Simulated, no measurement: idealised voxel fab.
Process module heading - voxel lift off
This is section cut - it's 295 nm across, gridded in 5 nm square cells.
Cross-section layout: square cells on a grid; listed as bands, top to bottom; a band spans one or more cell rows. It is stipulated that each band's entry specify, in nanometres, the height of the top of the band and then that of its bottom, followed by the materials of the band in left-to-right sequence, each together with its width in nanometres. A single material marked by the word "throughout" is understood to fill the band from edge to edge; the word "empty" is understood to denote empty space. Ref level 0: as-received wafer is one material below here. Bottom band extends down with no lower bound ("0 and below"). The notation "30->40" denotes a width that varies across the rows of cells in the band, beginning at the first number in the top row, finishing at the second number in the bottom row, and changing by an identical amount from each row to the next. Step note "no change" = no cross-section cell changed. Catalogued sealed voids: empty space of 8 cells or more with no open way to the top, each as width x height at its distance from the left edge, in nm. The remark found on a step's line after its settings is issued by the simulator itself and pertains to that step. "overlay nm" denotes, for a step that has a mask, the displacement of the mask to the right of its planned place, with negative values corresponding to the left.

**Listed below are the process steps as planned**
1,RECEIVE [material Si]
2,CONFORMAL_DEP [material SiN] [thk nm 5]
3,PATTERN [tone open] [mask id LINES] [material resist] [width nm 20] [pitch nm 35] [thk nm 30] [overlay nm 0]
4,DIRECTIONAL_DEP [material Ru] [thk nm 15]
5,STRIP [etch materials resist]
6,CONFORMAL_DEP [material SiN] [thk nm 5]
varied across the wafers: thk nm of step 2. The plan shows the first wafer's value. All wafers start alike

**As-received state after step 1, first of several wafers, cross-section**
	0 and below  Si throughout
	Catalogued sealed voids: none

**Here is the cross-section of the first of several wafers at the end of the module, after its last step, step 6**
	25 down to 20  empty=115 / SiN=30 / empty=5 / SiN=30 / empty=115
	20 down to 10  empty=115 / SiN=5 / Ru=20 / SiN=5 / empty=5 / SiN=5 / Ru=20 / SiN=5 / empty=115
	10 down to 5  SiN=120 / Ru=20 / SiN=15 / Ru=20 / SiN=120
	5 down to 0  SiN throughout
	0 and below  Si throughout
	Catalogued sealed voids: none

**Wafer cross-section (last wafer, module end)**
	50 down to 45  empty=115 / SiN=30 / empty=5 / SiN=30 / empty=115
	45 down to 35  empty=115 / SiN=5 / Ru=20 / SiN=5 / empty=5 / SiN=5 / Ru=20 / SiN=5 / empty=115
	35 down to 30  SiN=120 / Ru=20 / SiN=15 / Ru=20 / SiN=120
	30 down to 0  SiN throughout
	0 and below  Si throughout
	Catalogued sealed voids: none

**Take any row and you have a wafer at the end of the module: how many cells of each material it has gained (+) or lost (-) since it was received, and then its closed voids**
thk nm 5 | +24 Ru | +130 SiN | Catalogued sealed voids: none
thk nm 10 | +24 Ru | +189 SiN | Catalogued sealed voids: none
thk nm 15 | +24 Ru | +248 SiN | Catalogued sealed voids: none
thk nm 20 | +24 Ru | +307 SiN | Catalogued sealed voids: none
thk nm 25 | +24 Ru | +366 SiN | Catalogued sealed voids: none
thk nm 30 | +24 Ru | +425 SiN | Catalogued sealed voids: none
